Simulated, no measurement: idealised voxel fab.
Presented below is a process module, voxel wiring stack.
cross-section cut | 255 nm wide | cells 5 nm
If you're reading a cross-section in this doc, picture square cells in a grid; it comes to you as bands, top ones listed first down to the bottom, and a band can be one or more rows of cells.
Quick guide to a band line: top height, bottom height (nm) up front; then every material left to right with its width in nm. Only one material and it's marked "all across"? Then it fills the band edge to edge. And "air" just means empty space.
Measure heights from 0. That's the level where, below it, the as-received wafer is all one material. The lowest band is bottomless and extends downward; write it as in "0 nm and below".
A width such as "30..40" changes by the same amount from each row of cells to the next, from the band's top row to its bottom row.
"no change occurred" means the step left every cell of the cross-section as it was.
"closed voids" means: voids of 8 cells or more that are shut off from the top with no open way through. Written width x height at distance, distance from the left edge, in nm.
What comes after the settings on a step's line is commentary from the simulator itself on that step.
Among the settings permitted on a step's line is "overlay nm"; applied to a step with a mask, it specifies the extent to which the mask lay to the right of its planned position, whereas a negative figure signifies a position to the left.
Layout of what follows: cross-section pairs, each bracketing one process step, the after cross-section shown only to the lowest band that changed, the step between and its settings noted under each pair. Pairs may originate in different runs of this module on the same starting wafer; a pair continues from the pair above only where its entry headed "before" says so.
BEFORE
  75 nm to 55 nm = resist 65, air 15, resist 55, air 15, resist 105
  55 nm to 40 nm = SiO2 all across
  40 nm to 35 nm = SiCN all across
  35 nm to 30 nm = TiN 70, W 10, TiN 25, W 10, TiN 25, W 10, TiN 25, W 10, TiN 70
  30 nm to 15 nm = SiO2 65, TiN 5, W 10, TiN 5, SiO2 15, TiN 5, W 10, TiN 5, SiO2 15, TiN 5, W 10, TiN 5, SiO2 15, TiN 5, W 10, TiN 5, SiO2 65
  15 nm to 10 nm = SiN 65, TiN 20, SiN 15, TiN 20, SiN 15, TiN 20, SiN 15, TiN 20, SiN 65
  10 nm to 0 nm = SiO2 all across
  0 nm and below = Si all across
  closed voids: none
POST-STEP SECTION VIEW
  75 nm to 55 nm = resist 65, air 15, resist 55, air 15, resist 105
  55 nm to 40 nm = SiO2 65, air 15, SiO2 55, air 15, SiO2 105
  Heights below 40 show no change.
  closed voids: none
Relating the two cross-sections above, the step in between is DIRECTIONAL_ETCH, etch materials SiO2, depth nm 15
before: the state before this step is the cross-section shown after the step in the pair just above.
POST-STEP SECTION VIEW
  75 nm to 55 nm = resist 65, air 15, resist 55, air 15, resist 105
  55 nm to 40 nm = SiO2 65, air 15, SiO2 55, air 15, SiO2 105
  40 nm to 35 nm = SiCN 65, air 15, SiCN 55, air 15, SiCN 105
  Heights below 35 show no change.
  closed voids: none
Relating the two cross-sections above, the step in between is DIRECTIONAL_ETCH, etch materials SiCN, depth nm 5
before: the state before this step is the cross-section shown after the step in the pair just above.
POST-STEP SECTION VIEW
  55 nm to 40 nm = SiO2 65, air 15, SiO2 55, air 15, SiO2 105
  Heights below 40 show no change.
  closed voids: none
Relating the two cross-sections above, the step in between is STRIP, etch materials resist
before: the state before this step is the cross-section shown after the step in the pair just above.
POST-STEP SECTION VIEW
  60 nm to 55 nm = TiN 70, air 5, TiN 65, air 5, TiN 110
  55 nm to 40 nm = SiO2 65, TiN 5, air 5, TiN 5, SiO2 55, TiN 5, air 5, TiN 5, SiO2 105
  40 nm to 35 nm = SiCN 65, TiN 15, SiCN 55, TiN 15, SiCN 105
  Heights below 35 show no change.
  closed voids: none
Relating the two cross-sections above, the step in between is CONFORMAL_DEP, material TiN, thk nm 5
before: the state before this step is the cross-section shown after the step in the pair just above.
POST-STEP SECTION VIEW
  70 nm to 60 nm = Ru all across
  60 nm to 55 nm = TiN 70, Ru 5, TiN 65, Ru 5, TiN 110
  55 nm to 40 nm = SiO2 65, TiN 5, Ru 5, TiN 5, SiO2 55, TiN 5, Ru 5, TiN 5, SiO2 105
  Heights below 40 show no change.
  closed voids: none
Relating the two cross-sections above, the step in between is FILL_DEP, material Ru, thk nm 10
before: the state before this step is the cross-section shown after the step in the pair just above.
POST-STEP SECTION VIEW
  55 nm to 40 nm = SiO2 65, TiN 5, Ru 5, TiN 5, SiO2 55, TiN 5, Ru 5, TiN 5, SiO2 105
  Heights below 40 show no change.
  closed voids: none
Relating the two cross-sections above, the step in between is CMP, height nm 55
before: the state before this step is the cross-section shown after the step in the pair just above.
POST-STEP SECTION VIEW
  60 nm to 55 nm = TiN all across
  Heights below 55 show no change.
  closed voids: none
Relating the two cross-sections above, the step in between is DIRECTIONAL_DEP, material TiN, thk nm 5
before: the state before this step is the cross-section shown after the step in the pair just above.
POST-STEP SECTION VIEW
  75 nm to 60 nm = Ru all across
  Heights below 60 show no change.
  closed voids: none
Relating the two cross-sections above, the step in between is DIRECTIONAL_DEP, material Ru, thk nm 15
before: the state before this step is the cross-section shown after the step in the pair just above.
POST-STEP SECTION VIEW
  75 nm to 60 nm = air 65, Ru 20, air 15, Ru 20, air 15, Ru 20, air 15, Ru 20, air 65
  Heights below 60 show no change.
  closed voids: none
Relating the two cross-sections above, the step in between is MASKED_ETCH, tone cover, mask id METAL_2, width nm 20, pitch nm 35, etch materials Ru, depth nm 15, overlay nm 0
before: the state before this step is the cross-section shown after the step in the pair just above.
POST-STEP SECTION VIEW
  75 nm to 60 nm = air 65, Ru 20, air 15, Ru 20, air 15, Ru 20, air 15, Ru 20, air 65
  60 nm to 55 nm = air 65, TiN 20, air 15, TiN 20, air 15, TiN 20, air 15, TiN 20, air 65
  Heights below 55 show no change.
  closed voids: none
Relating the two cross-sections above, the step in between is MASKED_ETCH, tone cover, mask id METAL_2, width nm 20, pitch nm 35, etch materials TiN, depth nm 5, overlay nm 0
before: the state before this step is the cross-section shown after the step in the pair just above.
POST-STEP SECTION VIEW
  80 nm to 75 nm = SiO2 all across
  75 nm to 60 nm = SiO2 65, Ru 20, SiO2 15, Ru 20, SiO2 15, Ru 20, SiO2 15, Ru 20, SiO2 65
  60 nm to 55 nm = SiO2 65, TiN 20, SiO2 15, TiN 20, SiO2 15, TiN 20, SiO2 15, TiN 20, SiO2 65
  Heights below 55 show no change.
  closed voids: none
Relating the two cross-sections above, the step in between is FILL_DEP, material SiO2, thk nm 5
before: the state before this step is the cross-section shown after the step in the pair just above.
POST-STEP SECTION VIEW
  75 nm to 60 nm = SiO2 65, Ru 20, SiO2 15, Ru 20, SiO2 15, Ru 20, SiO2 15, Ru 20, SiO2 65
  Heights below 60 show no change.
  closed voids: none
Relating the two cross-sections above, the step in between is CMP, height nm 75
before: the state before this step is the cross-section shown after the step in the pair just above.
POST-STEP SECTION VIEW
  80 nm to 75 nm = SiCN all across
  Heights below 75 show no change.
  closed voids: none
Relating the two cross-sections above, the step in between is CONFORMAL_DEP, material SiCN, thk nm 5
before: the state before this step is the cross-section shown after the step in the pair just above.
POST-STEP SECTION VIEW
  110 nm to 80 nm = SiO2 all across
  Heights below 80 show no change.
  closed voids: none
Relating the two cross-sections above, the step in between is DIRECTIONAL_DEP, material SiO2, thk nm 30
before: the state before this step is the cross-section shown after the step in the pair just above.
POST-STEP SECTION VIEW
  120 nm to 110 nm = aC all across
  Heights below 110 show no change.
  closed voids: none
Relating the two cross-sections above, the step in between is DIRECTIONAL_DEP, material aC, thk nm 10
before: the state before this step is the cross-section shown after the step in the pair just above.
POST-STEP SECTION VIEW
  150 nm to 120 nm = resist 65, air 20, resist 15, air 20, resist 15, air 20, resist 15, air 20, resist 65
  Heights below 120 show no change.
  closed voids: none
Relating the two cross-sections above, the step in between is PATTERN, tone open, mask id METAL_3, material resist, width nm 20, pitch nm 35, thk nm 30, overlay nm 0
before: the state before this step is the cross-section shown after the step in the pair just above.
POST-STEP SECTION VIEW
  140 nm to 120 nm = resist 65, air 20, resist 15, air 20, resist 15, air 20, resist 15, air 20, resist 65
  120 nm to 110 nm = aC 65, air 20, aC 15, air 20, aC 15, air 20, aC 15, air 20, aC 65
  Heights below 110 show no change.
  closed voids: none
Relating the two cross-sections above, the step in between is DIRECTIONAL_ETCH, etch materials aC, depth nm 10
before: the state before this step is the cross-section shown after the step in the pair just above.
POST-STEP SECTION VIEW
  120 nm to 110 nm = aC 65, air 20, aC 15, air 20, aC 15, air 20, aC 15, air 20, aC 65
  Heights below 110 show no change.
  closed voids: none
Relating the two cross-sections above, the step in between is STRIP, etch materials resist
before: the state before this step is the cross-section shown after the step in the pair just above.
POST-STEP SECTION VIEW
  120 nm to 110 nm = aC 65, air 20, aC 15, air 20, aC 15, air 20, aC 15, air 20, aC 65
  110 nm to 90 nm = SiO2 65, air 20, SiO2 15, air 20, SiO2 15, air 20, SiO2 15, air 20, SiO2 65
  Heights below 90 show no change.
  closed voids: none
Relating the two cross-sections above, the step in between is DIRECTIONAL_ETCH, etch materials SiO2, depth nm 20
before: the state before this step is the cross-section shown after the step in the pair just above.
POST-STEP SECTION VIEW
  110 nm to 90 nm = SiO2 65, air 20, SiO2 15, air 20, SiO2 15, air 20, SiO2 15, air 20, SiO2 65
  Heights below 90 show no change.
  closed voids: none
Relating the two cross-sections above, the step in between is STRIP, etch materials aC
before: the state before this step is the cross-section shown after the step in the pair just above.
POST-STEP SECTION VIEW
  130 nm to 110 nm = resist 65, air 15, resist 55, air 15, resist 105
  110 nm to 90 nm = SiO2 65, air 15, resist 5, SiO2 15, resist 20, SiO2 15, air 15, resist 5, SiO2 15, resist 20, SiO2 65
  Heights below 90 show no change.
  closed voids: none
Relating the two cross-sections above, the step in between is PATTERN, tone open, mask id METAL_3_HOLES, material resist, width nm 15, pitch nm 70, thk nm 20, overlay nm 0
before: the state before this step is the cross-section shown after the step in the pair just above.
POST-STEP SECTION VIEW
  130 nm to 110 nm = resist 65, air 15, resist 55, air 15, resist 105
  110 nm to 90 nm = SiO2 65, air 15, resist 5, SiO2 15, resist 20, SiO2 15, air 15, resist 5, SiO2 15, resist 20, SiO2 65
  90 nm to 80 nm = SiO2 65, air 15, SiO2 55, air 15, SiO2 105
  Heights below 80 show no change.
  closed voids: none
Relating the two cross-sections above, the step in between is DIRECTIONAL_ETCH, etch materials SiO2, depth nm 10
before: the state before this step is the cross-section shown after the step in the pair just above.
POST-STEP SECTION VIEW
  130 nm to 110 nm = resist 65, air 15, resist 55, air 15, resist 105
  110 nm to 90 nm = SiO2 65, air 15, resist 5, SiO2 15, resist 20, SiO2 15, air 15, resist 5, SiO2 15, resist 20, SiO2 65
  90 nm to 80 nm = SiO2 65, air 15, SiO2 55, air 15, SiO2 105
  80 nm to 75 nm = SiCN 65, air 15, SiCN 55, air 15, SiCN 105
  Heights below 75 show no change.
  closed voids: none
Relating the two cross-sections above, the step in between is DIRECTIONAL_ETCH, etch materials SiCN, depth nm 5
before: the state before this step is the cross-section shown after the step in the pair just above.
POST-STEP SECTION VIEW
  110 nm to 90 nm = SiO2 65, air 20, SiO2 15, air 20, SiO2 15, air 20, SiO2 15, air 20, SiO2 65
  Heights below 90 show no change.
  closed voids: none
Relating the two cross-sections above, the step in between is STRIP, etch materials resist
before: the state before this step is the cross-section shown after the step in the pair just above.
POST-STEP SECTION VIEW
  115 nm to 110 nm = TiN 70, air 10, TiN 25, air 10, TiN 25, air 10, TiN 25, air 10, TiN 70
  110 nm to 95 nm = SiO2 65, TiN 5, air 10, TiN 5, SiO2 15, TiN 5, air 10, TiN 5, SiO2 15, TiN 5, air 10, TiN 5, SiO2 15, TiN 5, air 10, TiN 5, SiO2 65
  95 nm to 90 nm = SiO2 65, TiN 5, air 5, TiN 10, SiO2 15, TiN 20, SiO2 15, TiN 5, air 5, TiN 10, SiO2 15, TiN 20, SiO2 65
  90 nm to 80 nm = SiO2 65, TiN 5, air 5, TiN 5, SiO2 55, TiN 5, air 5, TiN 5, SiO2 105
  80 nm to 75 nm = SiCN 65, TiN 15, SiCN 55, TiN 15, SiCN 105
  Heights below 75 show no change.
  closed voids: none
Relating the two cross-sections above, the step in between is CONFORMAL_DEP, material TiN, thk nm 5
before: the state before this step is the cross-section shown after the step in the pair just above.
POST-STEP SECTION VIEW
  120 nm to 115 nm = Cu all across
  115 nm to 110 nm = TiN 70, Cu 10, TiN 25, Cu 10, TiN 25, Cu 10, TiN 25, Cu 10, TiN 70
  110 nm to 95 nm = SiO2 65, TiN 5, Cu 10, TiN 5, SiO2 15, TiN 5, Cu 10, TiN 5, SiO2 15, TiN 5, Cu 10, TiN 5, SiO2 15, TiN 5, Cu 10, TiN 5, SiO2 65
  95 nm to 90 nm = SiO2 65, TiN 5, Cu 5, TiN 10, SiO2 15, TiN 20, SiO2 15, TiN 5, Cu 5, TiN 10, SiO2 15, TiN 20, SiO2 65
  90 nm to 80 nm = SiO2 65, TiN 5, Cu 5, TiN 5, SiO2 55, TiN 5, Cu 5, TiN 5, SiO2 105
  Heights below 80 show no change.
  closed voids: none
Relating the two cross-sections above, the step in between is FILL_DEP, material Cu, thk nm 5
before: the state before this step is the cross-section shown after the step in the pair just above.
POST-STEP SECTION VIEW
  110 nm to 95 nm = SiO2 65, TiN 5, Cu 10, TiN 5, SiO2 15, TiN 5, Cu 10, TiN 5, SiO2 15, TiN 5, Cu 10, TiN 5, SiO2 15, TiN 5, Cu 10, TiN 5, SiO2 65
  Heights below 95 show no change.
  closed voids: none
Relating the two cross-sections above, the step in between is CMP, height nm 110
before: the state before this step is the cross-section shown after the step in the pair just above.
POST-STEP SECTION VIEW
  115 nm to 110 nm = SiN all across
  Heights below 110 show no change.
  closed voids: none
Relating the two cross-sections above, the step in between is CONFORMAL_DEP, material SiN, thk nm 5
BEFORE
  110 nm to 90 nm = SiO2 65, air 20, SiO2 15, air 20, SiO2 15, air 20, SiO2 15, air 20, SiO2 65
  90 nm to 80 nm = SiO2 all across
  80 nm to 75 nm = SiCN all across
  75 nm to 60 nm = SiO2 65, Ru 20, SiO2 15, Ru 20, SiO2 15, Ru 20, SiO2 15, Ru 20, SiO2 65
  60 nm to 55 nm = SiO2 65, TiN 20, SiO2 15, TiN 20, SiO2 15, TiN 20, SiO2 15, TiN 20, SiO2 65
  55 nm to 40 nm = SiO2 65, TiN 5, Ru 5, TiN 5, SiO2 55, TiN 5, Ru 5, TiN 5, SiO2 105
  40 nm to 35 nm = SiCN 65, TiN 15, SiCN 55, TiN 15, SiCN 105
  35 nm to 20 nm = SiO2 65, TiN 5, W 10, TiN 5, SiO2 15, TiN 5, W 10, TiN 5, SiO2 15, TiN 5, W 10, TiN 5, SiO2 15, TiN 5, W 10, TiN 5, SiO2 65
  20 nm to 15 nm = SiN 65, TiN 20, SiN 15, TiN 20, SiN 15, TiN 20, SiN 15, TiN 20, SiN 65
  15 nm to 0 nm = SiO2 all across
  0 nm and below = Si all across
  closed voids: none
POST-STEP SECTION VIEW
  130 nm to 110 nm = resist 65, air 20, resist 50, air 20, resist 100
  110 nm to 90 nm = SiO2 65, air 20, SiO2 15, resist 20, SiO2 15, air 20, SiO2 15, resist 20, SiO2 65
  Heights below 90 show no change.
  closed voids: none
Relating the two cross-sections above, the step in between is PATTERN, tone open, mask id METAL_3_HOLES, material resist, width nm 20, pitch nm 70, thk nm 20, overlay nm 0
before: the state before this step is the cross-section shown after the step in the pair just above.
POST-STEP SECTION VIEW
  130 nm to 110 nm = resist 65, air 20, resist 50, air 20, resist 100
  110 nm to 90 nm = SiO2 65, air 20, SiO2 15, resist 20, SiO2 15, air 20, SiO2 15, resist 20, SiO2 65
  90 nm to 80 nm = SiO2 65, air 20, SiO2 50, air 20, SiO2 100
  Heights below 80 show no change.
  closed voids: none
Relating the two cross-sections above, the step in between is DIRECTIONAL_ETCH, etch materials SiO2, depth nm 10
before: the state before this step is the cross-section shown after the step in the pair just above.
POST-STEP SECTION VIEW
  130 nm to 110 nm = resist 65, air 20, resist 50, air 20, resist 100
  110 nm to 90 nm = SiO2 65, air 20, SiO2 15, resist 20, SiO2 15, air 20, SiO2 15, resist 20, SiO2 65
  90 nm to 80 nm = SiO2 65, air 20, SiO2 50, air 20, SiO2 100
  80 nm to 75 nm = SiCN 65, air 20, SiCN 50, air 20, SiCN 100
  Heights below 75 show no change.
  closed voids: none
Relating the two cross-sections above, the step in between is DIRECTIONAL_ETCH, etch materials SiCN, depth nm 5
before: the state before this step is the cross-section shown after the step in the pair just above.
POST-STEP SECTION VIEW
  110 nm to 90 nm = SiO2 65, air 20, SiO2 15, air 20, SiO2 15, air 20, SiO2 15, air 20, SiO2 65
  Heights below 90 show no change.
  closed voids: none
Relating the two cross-sections above, the step in between is STRIP, etch materials resist
before: the state before this step is the cross-section shown after the step in the pair just above.
POST-STEP SECTION VIEW
  115 nm to 110 nm = TiN 70, air 10, TiN 25, air 10, TiN 25, air 10, TiN 25, air 10, TiN 70
  110 nm to 95 nm = SiO2 65, TiN 5, air 10, TiN 5, SiO2 15, TiN 5, air 10, TiN 5, SiO2 15, TiN 5, air 10, TiN 5, SiO2 15, TiN 5, air 10, TiN 5, SiO2 65
  95 nm to 90 nm = SiO2 65, TiN 5, air 10, TiN 5, SiO2 15, TiN 20, SiO2 15, TiN 5, air 10, TiN 5, SiO2 15, TiN 20, SiO2 65
  90 nm to 80 nm = SiO2 65, TiN 5, air 10, TiN 5, SiO2 50, TiN 5, air 10, TiN 5, SiO2 100
  80 nm to 75 nm = SiCN 65, TiN 20, SiCN 50, TiN 20, SiCN 100
  Heights below 75 show no change.
  closed voids: none
Relating the two cross-sections above, the step in between is CONFORMAL_DEP, material TiN, thk nm 5
before: the state before this step is the cross-section shown after the step in the pair just above.
POST-STEP SECTION VIEW
  120 nm to 115 nm = Cu all across
  115 nm to 110 nm = TiN 70, Cu 10, TiN 25, Cu 10, TiN 25, Cu 10, TiN 25, Cu 10, TiN 70
  110 nm to 95 nm = SiO2 65, TiN 5, Cu 10, TiN 5, SiO2 15, TiN 5, Cu 10, TiN 5, SiO2 15, TiN 5, Cu 10, TiN 5, SiO2 15, TiN 5, Cu 10, TiN 5, SiO2 65
  95 nm to 90 nm = SiO2 65, TiN 5, Cu 10, TiN 5, SiO2 15, TiN 20, SiO2 15, TiN 5, Cu 10, TiN 5, SiO2 15, TiN 20, SiO2 65
  90 nm to 80 nm = SiO2 65, TiN 5, Cu 10, TiN 5, SiO2 50, TiN 5, Cu 10, TiN 5, SiO2 100
  Heights below 80 show no change.
  closed voids: none
Relating the two cross-sections above, the step in between is FILL_DEP, material Cu, thk nm 5
before: the state before this step is the cross-section shown after the step in the pair just above.
POST-STEP SECTION VIEW
  110 nm to 95 nm = SiO2 65, TiN 5, Cu 10, TiN 5, SiO2 15, TiN 5, Cu 10, TiN 5, SiO2 15, TiN 5, Cu 10, TiN 5, SiO2 15, TiN 5, Cu 10, TiN 5, SiO2 65
  Heights below 95 show no change.
  closed voids: none
Relating the two cross-sections above, the step in between is CMP, height nm 110
before: the state before this step is the cross-section shown after the step in the pair just above.
POST-STEP SECTION VIEW
  115 nm to 110 nm = SiN all across
  Heights below 110 show no change.
  closed voids: none
Relating the two cross-sections above, the step in between is CONFORMAL_DEP, material SiN, thk nm 5
BEFORE
  75 nm to 60 nm = Ru all across
  60 nm to 55 nm = TiN all across
  55 nm to 40 nm = SiO2 65, TiN 5, Ru 5, TiN 5, SiO2 55, TiN 5, Ru 5, TiN 5, SiO2 105
  40 nm to 35 nm = SiCN 65, TiN 15, SiCN 55, TiN 15, SiCN 105
  35 nm to 20 nm = SiO2 65, TiN 5, W 10, TiN 5, SiO2 15, TiN 5, W 10, TiN 5, SiO2 15, TiN 5, W 10, TiN 5, SiO2 15, TiN 5, W 10, TiN 5, SiO2 65
  20 nm to 15 nm = SiN 65, TiN 20, SiN 15, TiN 20, SiN 15, TiN 20, SiN 15, TiN 20, SiN 65
  15 nm to 0 nm = SiO2 all across
  0 nm and below = Si all across
  closed voids: none
POST-STEP SECTION VIEW
  75 nm to 60 nm = air 75, Ru 20, air 15, Ru 20, air 15, Ru 20, air 15, Ru 20, air 55
  Heights below 60 show no change.
  closed voids: none
Relating the two cross-sections above, the step in between is MASKED_ETCH, tone cover, mask id METAL_2, width nm 20, pitch nm 35, etch materials Ru, depth nm 15, overlay nm 10
before: the state before this step is the cross-section shown after the step in the pair just above.
POST-STEP SECTION VIEW
  75 nm to 60 nm = air 75, Ru 20, air 15, Ru 20, air 15, Ru 20, air 15, Ru 20, air 55
  60 nm to 55 nm = air 65, TiN 30, air 5, TiN 30, air 5, TiN 30, air 5, TiN 30, air 55
  Heights below 55 show no change.
  closed voids: none
Relating the two cross-sections above, the step in between is MASKED_ETCH, tone cover, mask id METAL_2, width nm 20, pitch nm 35, etch materials TiN, depth nm 5, overlay nm 0
before: the state before this step is the cross-section shown after the step in the pair just above.
POST-STEP SECTION VIEW
  80 nm to 75 nm = SiO2 all across
  75 nm to 60 nm = SiO2 75, Ru 20, SiO2 15, Ru 20, SiO2 15, Ru 20, SiO2 15, Ru 20, SiO2 55
  60 nm to 55 nm = SiO2 65, TiN 30, SiO2 5, TiN 30, SiO2 5, TiN 30, SiO2 5, TiN 30, SiO2 55
  Heights below 55 show no change.
  closed voids: none
Relating the two cross-sections above, the step in between is FILL_DEP, material SiO2, thk nm 5
before: the state before this step is the cross-section shown after the step in the pair just above.
POST-STEP SECTION VIEW
  75 nm to 60 nm = SiO2 75, Ru 20, SiO2 15, Ru 20, SiO2 15, Ru 20, SiO2 15, Ru 20, SiO2 55
  Heights below 60 show no change.
  closed voids: none
Relating the two cross-sections above, the step in between is CMP, height nm 75
before: the state before this step is the cross-section shown after the step in the pair just above.
POST-STEP SECTION VIEW
  80 nm to 75 nm = SiCN all across
  Heights below 75 show no change.
  closed voids: none
Relating the two cross-sections above, the step in between is CONFORMAL_DEP, material SiCN, thk nm 5
before: the state before this step is the cross-section shown after the step in the pair just above.
POST-STEP SECTION VIEW
  110 nm to 80 nm = SiO2 all across
  Heights below 80 show no change.
  closed voids: none
Relating the two cross-sections above, the step in between is DIRECTIONAL_DEP, material SiO2, thk nm 30
before: the state before this step is the cross-section shown after the step in the pair just above.
POST-STEP SECTION VIEW
  120 nm to 110 nm = aC all across
  Heights below 110 show no change.
  closed voids: none
Relating the two cross-sections above, the step in between is DIRECTIONAL_DEP, material aC, thk nm 10
before: the state before this step is the cross-section shown after the step in the pair just above.
POST-STEP SECTION VIEW
  150 nm to 120 nm = resist 65, air 20, resist 15, air 20, resist 15, air 20, resist 15, air 20, resist 65
  Heights below 120 show no change.
  closed voids: none
Relating the two cross-sections above, the step in between is PATTERN, tone open, mask id METAL_3, material resist, width nm 20, pitch nm 35, thk nm 30, overlay nm 0
before: the state before this step is the cross-section shown after the step in the pair just above.
POST-STEP SECTION VIEW
  140 nm to 120 nm = resist 65, air 20, resist 15, air 20, resist 15, air 20, resist 15, air 20, resist 65
  120 nm to 110 nm = aC 65, air 20, aC 15, air 20, aC 15, air 20, aC 15, air 20, aC 65
  Heights below 110 show no change.
  closed voids: none
Relating the two cross-sections above, the step in between is DIRECTIONAL_ETCH, etch materials aC, depth nm 10
before: the state before this step is the cross-section shown after the step in the pair just above.
POST-STEP SECTION VIEW
  120 nm to 110 nm = aC 65, air 20, aC 15, air 20, aC 15, air 20, aC 15, air 20, aC 65
  Heights below 110 show no change.
  closed voids: none
Relating the two cross-sections above, the step in between is STRIP, etch materials resist
before: the state before this step is the cross-section shown after the step in the pair just above.
POST-STEP SECTION VIEW
  120 nm to 110 nm = aC 65, air 20, aC 15, air 20, aC 15, air 20, aC 15, air 20, aC 65
  110 nm to 90 nm = SiO2 65, air 20, SiO2 15, air 20, SiO2 15, air 20, SiO2 15, air 20, SiO2 65
  Heights below 90 show no change.
  closed voids: none
Relating the two cross-sections above, the step in between is DIRECTIONAL_ETCH, etch materials SiO2, depth nm 20
before: the state before this step is the cross-section shown after the step in the pair just above.
POST-STEP SECTION VIEW
  110 nm to 90 nm = SiO2 65, air 20, SiO2 15, air 20, SiO2 15, air 20, SiO2 15, air 20, SiO2 65
  Heights below 90 show no change.
  closed voids: none
Relating the two cross-sections above, the step in between is STRIP, etch materials aC
before: the state before this step is the cross-section shown after the step in the pair just above.
POST-STEP SECTION VIEW
  130 nm to 110 nm = resist 65, air 15, resist 55, air 15, resist 105
  110 nm to 90 nm = SiO2 65, air 15, resist 5, SiO2 15, resist 20, SiO2 15, air 15, resist 5, SiO2 15, resist 20, SiO2 65
  Heights below 90 show no change.
  closed voids: none
Relating the two cross-sections above, the step in between is PATTERN, tone open, mask id METAL_3_HOLES, material resist, width nm 15, pitch nm 70, thk nm 20, overlay nm 0
before: the state before this step is the cross-section shown after the step in the pair just above.
POST-STEP SECTION VIEW
  130 nm to 110 nm = resist 65, air 15, resist 55, air 15, resist 105
  110 nm to 90 nm = SiO2 65, air 15, resist 5, SiO2 15, resist 20, SiO2 15, air 15, resist 5, SiO2 15, resist 20, SiO2 65
  90 nm to 80 nm = SiO2 65, air 15, SiO2 55, air 15, SiO2 105
  Heights below 80 show no change.
  closed voids: none
Relating the two cross-sections above, the step in between is DIRECTIONAL_ETCH, etch materials SiO2, depth nm 10
before: the state before this step is the cross-section shown after the step in the pair just above.
POST-STEP SECTION VIEW
  130 nm to 110 nm = resist 65, air 15, resist 55, air 15, resist 105
  110 nm to 90 nm = SiO2 65, air 15, resist 5, SiO2 15, resist 20, SiO2 15, air 15, resist 5, SiO2 15, resist 20, SiO2 65
  90 nm to 80 nm = SiO2 65, air 15, SiO2 55, air 15, SiO2 105
  80 nm to 75 nm = SiCN 65, air 15, SiCN 55, air 15, SiCN 105
  Heights below 75 show no change.
  closed voids: none
Relating the two cross-sections above, the step in between is DIRECTIONAL_ETCH, etch materials SiCN, depth nm 5
before: the state before this step is the cross-section shown after the step in the pair just above.
POST-STEP SECTION VIEW
  110 nm to 90 nm = SiO2 65, air 20, SiO2 15, air 20, SiO2 15, air 20, SiO2 15, air 20, SiO2 65
  Heights below 90 show no change.
  closed voids: none
Relating the two cross-sections above, the step in between is STRIP, etch materials resist
before: the state before this step is the cross-section shown after the step in the pair just above.
POST-STEP SECTION VIEW
  115 nm to 110 nm = TiN 70, air 10, TiN 25, air 10, TiN 25, air 10, TiN 25, air 10, TiN 70
  110 nm to 95 nm = SiO2 65, TiN 5, air 10, TiN 5, SiO2 15, TiN 5, air 10, TiN 5, SiO2 15, TiN 5, air 10, TiN 5, SiO2 15, TiN 5, air 10, TiN 5, SiO2 65
  95 nm to 90 nm = SiO2 65, TiN 5, air 5, TiN 10, SiO2 15, TiN 20, SiO2 15, TiN 5, air 5, TiN 10, SiO2 15, TiN 20, SiO2 65
  90 nm to 80 nm = SiO2 65, TiN 5, air 5, TiN 5, SiO2 55, TiN 5, air 5, TiN 5, SiO2 105
  80 nm to 75 nm = SiCN 65, TiN 15, SiCN 55, TiN 15, SiCN 105
  Heights below 75 show no change.
  closed voids: none
Relating the two cross-sections above, the step in between is CONFORMAL_DEP, material TiN, thk nm 5
before: the state before this step is the cross-section shown after the step in the pair just above.
POST-STEP SECTION VIEW
  120 nm to 115 nm = Cu all across
  115 nm to 110 nm = TiN 70, Cu 10, TiN 25, Cu 10, TiN 25, Cu 10, TiN 25, Cu 10, TiN 70
  110 nm to 95 nm = SiO2 65, TiN 5, Cu 10, TiN 5, SiO2 15, TiN 5, Cu 10, TiN 5, SiO2 15, TiN 5, Cu 10, TiN 5, SiO2 15, TiN 5, Cu 10, TiN 5, SiO2 65
  95 nm to 90 nm = SiO2 65, TiN 5, Cu 5, TiN 10, SiO2 15, TiN 20, SiO2 15, TiN 5, Cu 5, TiN 10, SiO2 15, TiN 20, SiO2 65
  90 nm to 80 nm = SiO2 65, TiN 5, Cu 5, TiN 5, SiO2 55, TiN 5, Cu 5, TiN 5, SiO2 105
  Heights below 80 show no change.
  closed voids: none
Relating the two cross-sections above, the step in between is FILL_DEP, material Cu, thk nm 5
before: the state before this step is the cross-section shown after the step in the pair just above.
POST-STEP SECTION VIEW
  110 nm to 95 nm = SiO2 65, TiN 5, Cu 10, TiN 5, SiO2 15, TiN 5, Cu 10, TiN 5, SiO2 15, TiN 5, Cu 10, TiN 5, SiO2 15, TiN 5, Cu 10, TiN 5, SiO2 65
  Heights below 95 show no change.
  closed voids: none
Relating the two cross-sections above, the step in between is CMP, height nm 110
before: the state before this step is the cross-section shown after the step in the pair just above.
POST-STEP SECTION VIEW
  115 nm to 110 nm = SiN all across
  Heights below 110 show no change.
  closed voids: none
Relating the two cross-sections above, the step in between is CONFORMAL_DEP, material SiN, thk nm 5
BEFORE
  55 nm to 40 nm = SiO2 65, TiN 5, Ru 5, TiN 5, SiO2 55, TiN 5, Ru 5, TiN 5, SiO2 105
  40 nm to 35 nm = SiCN 65, TiN 15, SiCN 55, TiN 15, SiCN 105
  35 nm to 20 nm = SiO2 65, TiN 5, W 10, TiN 5, SiO2 15, TiN 5, W 10, TiN 5, SiO2 15, TiN 5, W 10, TiN 5, SiO2 15, TiN 5, W 10, TiN 5, SiO2 65
  20 nm to 15 nm = SiN 65, TiN 20, SiN 15, TiN 20, SiN 15, TiN 20, SiN 15, TiN 20, SiN 65
  15 nm to 0 nm = SiO2 all across
  0 nm and below = Si all across
  closed voids: none
POST-STEP SECTION VIEW
  60 nm to 55 nm = SiN all across
  Heights below 55 show no change.
  closed voids: none
Relating the two cross-sections above, the step in between is DIRECTIONAL_DEP, material SiN, thk nm 5
before: the state before this step is the cross-section shown after the step in the pair just above.
POST-STEP SECTION VIEW
  75 nm to 60 nm = Ru all across
  Heights below 60 show no change.
  closed voids: none
Relating the two cross-sections above, the step in between is DIRECTIONAL_DEP, material Ru, thk nm 15
before: the state before this step is the cross-section shown after the step in the pair just above.
POST-STEP SECTION VIEW
  75 nm to 60 nm = air 65, Ru 20, air 15, Ru 20, air 15, Ru 20, air 15, Ru 20, air 65
  Heights below 60 show no change.
  closed voids: none
Relating the two cross-sections above, the step in between is MASKED_ETCH, tone cover, mask id METAL_2, width nm 20, pitch nm 35, etch materials Ru, depth nm 15, overlay nm 0
before: the state before this step is the cross-section shown after the step in the pair just above.
POST-STEP SECTION VIEW
  80 nm to 75 nm = SiO2 all across
  75 nm to 60 nm = SiO2 65, Ru 20, SiO2 15, Ru 20, SiO2 15, Ru 20, SiO2 15, Ru 20, SiO2 65
  Heights below 60 show no change.
  closed voids: none
Relating the two cross-sections above, the step in between is FILL_DEP, material SiO2, thk nm 5
